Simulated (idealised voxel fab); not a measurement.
A process module follows: voxel ribs on slabs.
The figure presents cross-section cut, which has a width of 290 nm and is divided into square cells with an edge length of 5 nm.
For the purposes of this document, a cross-section shall be understood as a grid of square cells, specified as bands listed in top-to-bottom order, each band consisting of one or more rows of cells.
Basically the band line says how high the top is and how high the bottom is, in nm, and then what's in it from left to right, every material with its width in nm. Empty space shows up as "empty", and if a single material carries "all across" it runs the full band edge to edge.
All heights in this document are referenced to 0, defined as the level beneath which the wafer, as received, consists entirely of one material. The lowest band is not bounded below; it extends indefinitely downward and is written in the form "0 -> down".
Per-row width for "30->40": begins at first number (top row of band), ends at second number (bottom row), increment between rows held constant.
"changes: none" -> step changed no cross-section cell.
"Internal closed voids": empty spaces of 8 cells or more with no open way to the top, each given as width x height at distance, distance from the left edge, all in nm.
It should be noted that, on the line of a given step, the content following the step's settings is a remark produced by the simulator itself with respect to that step.
If you see "overlay nm" on a step's line and that step has a mask, it's telling you how far right of where it was planned the mask ended up; a negative number means it went left instead.
Planned process steps
1,RECEIVE with material Si
2,DIRECTIONAL_DEP with material SiO2, thk nm 25
3,DIRECTIONAL_DEP with material polySi, thk nm 25
4,PATTERN with tone cover, mask id RIB, material resist, width nm 30, thk nm 20, overlay nm 0
5,DIRECTIONAL_ETCH with etch materials polySi, depth nm 10
6,STRIP with etch materials resist
7,MASKED_ETCH with tone cover, mask id SLAB, width nm 90, etch materials polySi, depth nm 15, overlay nm 0
8,FILL_DEP with material SiO2, thk nm 25
9,CMP with height nm 70
10,DIRECTIONAL_DEP with material TiN, thk nm 5
11,MASKED_ETCH with tone cover, mask id HEATER, width nm 40, etch materials TiN, depth nm 5, overlay nm 0
12,CONFORMAL_DEP with material SiO2, thk nm 5
Wafer cross-section on receipt, i.e. after step 1
	0 -> down  Si all across
	Internal closed voids: none
Cross-section: first of two wafers, module finished, run according to plan
	80 -> 75  empty 120 nm, then SiO2 50 nm, then empty 120 nm
	75 -> 70  SiO2 125 nm, then TiN 40 nm, then SiO2 125 nm
	70 -> 50  SiO2 all across
	50 -> 40  SiO2 130 nm, then polySi 30 nm, then SiO2 130 nm
	40 -> 25  SiO2 100 nm, then polySi 90 nm, then SiO2 100 nm
	25 -> 0  SiO2 all across
	0 -> down  Si all across
	Internal closed voids: none
Here is the second of the two wafers cut open at the end of the module - same start, same plan as the first one, but we made one mistake running it
	80 -> 75  empty 120 nm, then SiO2 50 nm, then empty 120 nm
	75 -> 70  SiO2 125 nm, then TiN 40 nm, then SiO2 125 nm
	70 -> 65  SiO2 130 nm, then polySi 30 nm, then SiO2 130 nm
	65 -> 50  SiO2 100 nm, then polySi 90 nm, then SiO2 100 nm
	50 -> 25  polySi all across
	25 -> 0  SiO2 all across
	0 -> down  Si all across
	Internal closed voids: none
Want to know what went wrong? step 3 of the plan was performed twice
Materials where the second wafer ends with more or fewer cells than the first: SiO2 -284; polySi +284
